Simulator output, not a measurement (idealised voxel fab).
process module | voxel wiring stack
cross-section cut | 230 nm wide | cells 5 nm
A cross-section is a grid of square cells, given in bands from the top down. A band is one or more rows of cells.
Each band's line starts with the height of the band's top and of its bottom, in nm. Then come its materials from left to right, each with its width in nm. One material with "throughout" fills the band from edge to edge. "air" is empty space.
Height 0 is the level under which the wafer as received is all one material. The lowest band goes on downwards, as in "0 down".
A width such as "30 to 40" changes by the same amount from each row of cells to the next, from the band's top row to its bottom row.
"no change" after a step means that no cell of the cross-section changed.
closed voids: empty space of 8 cells or more with no open way to the top, each as width x height at its distance from the left edge, in nm
after a step's settings: what the simulator itself notes on the step
overlay nm, on a step with a mask: how far to the right of its planned place the mask lay; to the left if negative
plan
1 op RECEIVE | material Si
2 op CONFORMAL_DEP | material SiO2 | thk nm 10
3 op DIRECTIONAL_DEP | material TiN | thk nm 5
4 op DIRECTIONAL_DEP | material W | thk nm 15
5 op MASKED_ETCH | tone cover | mask id METAL_1 | width nm 30 | pitch nm 60 | etch materials W | depth nm 15 | overlay nm 0
6 op MASKED_ETCH | tone cover | mask id METAL_1 | width nm 30 | pitch nm 60 | etch materials TiN | depth nm 5 | overlay nm -15
7 op FILL_DEP | material SiO2 | thk nm 5
8 op CMP | height nm 30
9 op CONFORMAL_DEP | material SiCN | thk nm 5
10 op DIRECTIONAL_DEP | material SiO2 | thk nm 25
11 op DIRECTIONAL_DEP | material aC | thk nm 10
12 op PATTERN | tone open | mask id METAL_2_HOLES | material resist | width nm 15 | pitch nm 60 | thk nm 25 | overlay nm 0
13 op DIRECTIONAL_ETCH | etch materials aC | depth nm 10
14 op STRIP | etch materials resist
15 op DIRECTIONAL_ETCH | etch materials SiO2 | depth nm 25
16 op STRIP | etch materials aC
17 op PATTERN | tone open | mask id METAL_2 | material resist | width nm 30 | pitch nm 60 | thk nm 20 | overlay nm 0
18 op DIRECTIONAL_ETCH | etch materials SiO2 | depth nm 15
19 op DIRECTIONAL_ETCH | etch materials SiCN | depth nm 5
20 op STRIP | etch materials resist
21 op CONFORMAL_DEP | material TiN | thk nm 5
22 op FILL_DEP | material Cu | thk nm 5
23 op CMP | height nm 60
24 op CONFORMAL_DEP | material SiCN | thk nm 5
varied across the wafers: overlay nm of step 6. The plan shows the first wafer's value. All wafers start alike
first wafer as received, after step 1
  0 down: Si throughout
  closed voids: none
each wafer at the end: cells of each material gained (+) or lost (-) since it was received, then its closed voids
overlay nm -15 | +33 Cu | +83 SiCN | +353 SiO2 | +75 TiN | +54 W | closed voids: none
overlay nm -10 | +33 Cu | +83 SiCN | +356 SiO2 | +72 TiN | +54 W | closed voids: none
overlay nm -5 | +33 Cu | +83 SiCN | +359 SiO2 | +69 TiN | +54 W | closed voids: none
overlay nm 0 | +33 Cu | +83 SiCN | +362 SiO2 | +66 TiN | +54 W | closed voids: none
overlay nm 5 | +33 Cu | +83 SiCN | +359 SiO2 | +69 TiN | +54 W | closed voids: none
overlay nm 10 | +33 Cu | +83 SiCN | +356 SiO2 | +72 TiN | +54 W | closed voids: none
overlay nm 15 | +33 Cu | +83 SiCN | +353 SiO2 | +75 TiN | +54 W | closed voids: none
